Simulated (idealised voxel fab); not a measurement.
Title: Process Module voxel gate over fins
This is section cut - it's 240 nm across, gridded in 5 nm square cells.
A cross-section is a grid of square cells, given in bands from the top down. A band is one or more rows of cells. This entry defines a band. It first specifies the height of the band's top and the height of its bottom in nm, and then specifies the band's materials from left to right, stating each material with its width in nm. The word "full width" identifies a single material that fills the band from edge to edge, while the word "air" identifies empty space. Convention: height 0 is the level below which the wafer, as received, is all one material. The lowest band does not terminate at the bottom but continues downward, represented as "0..down". Width: "30->40" (first number = top row, second number = bottom row, same change from row to row of cells). Step marked "nothing changed"? Then no cell in the cross-section changed in it. The entry "Catalogued sealed voids" lists the empty spaces that cover at least 8 cells and have no open path to the top. Each is written as width x height at distance, where the distance is measured from the left edge and all three values are in nm. That trailing text on a step's line, after the settings, is the simulator's own remark on the step. overlay nm: on a step with a mask, how far right of its planned place the mask lay; negative means left.

[List of planned process steps]
1,RECEIVE, material Si
2,CONFORMAL_DEP, material SiN, thk nm 5
3,DIRECTIONAL_DEP, material aC, thk nm 15
4,PATTERN, tone cover, mask id FINS, material resist, width nm 15, pitch nm 50, thk nm 30, overlay nm 0
5,DIRECTIONAL_ETCH, etch materials aC, depth nm 15
6,STRIP, etch materials resist
7,DIRECTIONAL_ETCH, etch materials SiN, depth nm 5
8,DIRECTIONAL_ETCH, etch materials Si, depth nm 35
9,STRIP, etch materials aC
10,OXIDIZE, depth nm 5
11,FILL_DEP, material SiO2, thk nm 15
12,CMP, height nm 5
13,DIRECTIONAL_DEP, material aC, thk nm 10
14,PATTERN, tone open, mask id RAIL, material resist, width nm 15, thk nm 30, overlay nm 0
15,DIRECTIONAL_ETCH, etch materials aC, depth nm 10
16,STRIP, etch materials resist
17,DIRECTIONAL_ETCH, etch materials SiO2, depth nm 35
18,STRIP, etch materials aC
19,CONFORMAL_DEP, material TiN, thk nm 5
20,FILL_DEP, material W, thk nm 5
21,CMP, height nm 5
22,SELECTIVE_ETCH, etch materials W Ru TiN, depth nm 25
23,FILL_DEP, material SiO2, thk nm 5
24,CMP, height nm 5
25,SELECTIVE_ETCH, etch materials SiO2, depth nm 15
26,STRIP, etch materials SiN
27,CONFORMAL_DEP, material HfO2, thk nm 5
28,CONFORMAL_DEP, material TiN, thk nm 5
29,CONFORMAL_DEP, material TiAl, thk nm 5
30,CONFORMAL_DEP, material TiN, thk nm 5
31,FILL_DEP, material W, thk nm 15
32,CMP, height nm 30
33,CONFORMAL_DEP, material SiN, thk nm 10

[Wafer as received: cross-section following step 1]
    0..down  Si full width
    Catalogued sealed voids: none

[Look at the cross-section after the module: the wafer started out the way shown above and the plan was the one shown above, yet one mistake was made along the way]
    40..30  SiN full width
    30..20  W full width
    20..15  70 of W  45 of TiN  5 of W  45 of TiN  75 of W
    15..10  70 of W  5 of TiN  35 of TiAl  5 of TiN  5 of W  5 of TiN  35 of TiAl  5 of TiN  75 of W
    10..5  75 of TiN  5 of TiAl  25 of TiN  5 of TiAl  15 of TiN  5 of TiAl  25 of TiN  5 of TiAl  80 of TiN
    5..0  80 of TiAl  5 of TiN  15 of HfO2  5 of TiN  25 of TiAl  5 of TiN  15 of HfO2  5 of TiN  85 of TiAl
    0..-5  85 of TiN  5 of HfO2  5 of Si  5 of HfO2  35 of TiN  5 of HfO2  5 of Si  5 of HfO2  90 of TiN
    -5..-10  90 of HfO2  5 of Si  45 of HfO2  5 of Si  95 of HfO2
    -10..-20  90 of SiO2  5 of Si  45 of SiO2  5 of Si  95 of SiO2
    -20..-25  90 of SiO2  5 of Si  15 of SiO2  5 of TiN  10 of W  5 of TiN  10 of SiO2  5 of Si  95 of SiO2
    -25..-30  90 of SiO2  5 of Si  15 of SiO2  20 of TiN  10 of SiO2  5 of Si  95 of SiO2
    -30..-40  90 of SiO2  5 of Si  45 of SiO2  5 of Si  95 of SiO2
    -40..down  Si full width
    Catalogued sealed voids: none
So what did we get wrong on this run? contrary to plan, step 14 was performed as PATTERN, tone open, mask id RAIL, material resist, width nm 20, thk nm 30, overlay nm 0
